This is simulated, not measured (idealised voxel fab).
process module | voxel plated lines
cross-section cut | 245 nm wide | cells 5 nm
A cross-section is a grid of square cells, given in bands from the top down. A band is one or more rows of cells.
Each band's line starts with the height of the band's top and of its bottom, in nm. Then come its materials from left to right, each with its width in nm. One material with "throughout" fills the band from edge to edge. "air" is empty space.
Height 0 is the level under which the wafer as received is all one material. The lowest band goes on downwards, as in "0 down".
A width such as "30 to 40" changes by the same amount from each row of cells to the next, from the band's top row to its bottom row.
"no change" after a step means that no cell of the cross-section changed.
closed voids: empty space of 8 cells or more with no open way to the top, each as width x height at its distance from the left edge, in nm
after a step's settings: what the simulator itself notes on the step
overlay nm, on a step with a mask: how far to the right of its planned place the mask lay; to the left if negative
plan
1 op RECEIVE | material Si
2 op CONFORMAL_DEP | material SiN | thk nm 10
3 op DIRECTIONAL_DEP | material TiN | thk nm 5
4 op PATTERN | tone open | mask id LINES | material resist | width nm 30 | pitch nm 55 | thk nm 35 | overlay nm 0
5 op EPI | material Ru | thk nm 10
6 op EPI | material Ru | thk nm 5
7 op EPI | material Ru | thk nm 5
8 op STRIP | etch materials resist
9 op DIRECTIONAL_ETCH | etch materials TiN | depth nm 5
10 op CONFORMAL_DEP | material SiO2 | thk nm 5
as received, after step 1
  0 down: Si throughout
  closed voids: none
a wafer at the end: this start, this plan, one mistake
  40 to 35: SiO2 30 | air 20 | SiO2 35 | air 20 | SiO2 35 | air 20 | SiO2 35 | air 20 | SiO2 30
  35 to 15: Ru 25 | SiO2 5 | air 20 | SiO2 5 | Ru 25 | SiO2 5 | air 20 | SiO2 5 | Ru 25 | SiO2 5 | air 20 | SiO2 5 | Ru 25 | SiO2 5 | air 20 | SiO2 5 | Ru 25
  15 to 10: TiN 25 | SiO2 30 | TiN 25 | SiO2 30 | TiN 25 | SiO2 30 | TiN 25 | SiO2 30 | TiN 25
  10 to 0: SiN throughout
  0 down: Si throughout
  closed voids: none
what went wrong: step 4 ran as: op PATTERN | tone cover | mask id LINES | material resist | width nm 30 | pitch nm 55 | thk nm 35 | overlay nm 0
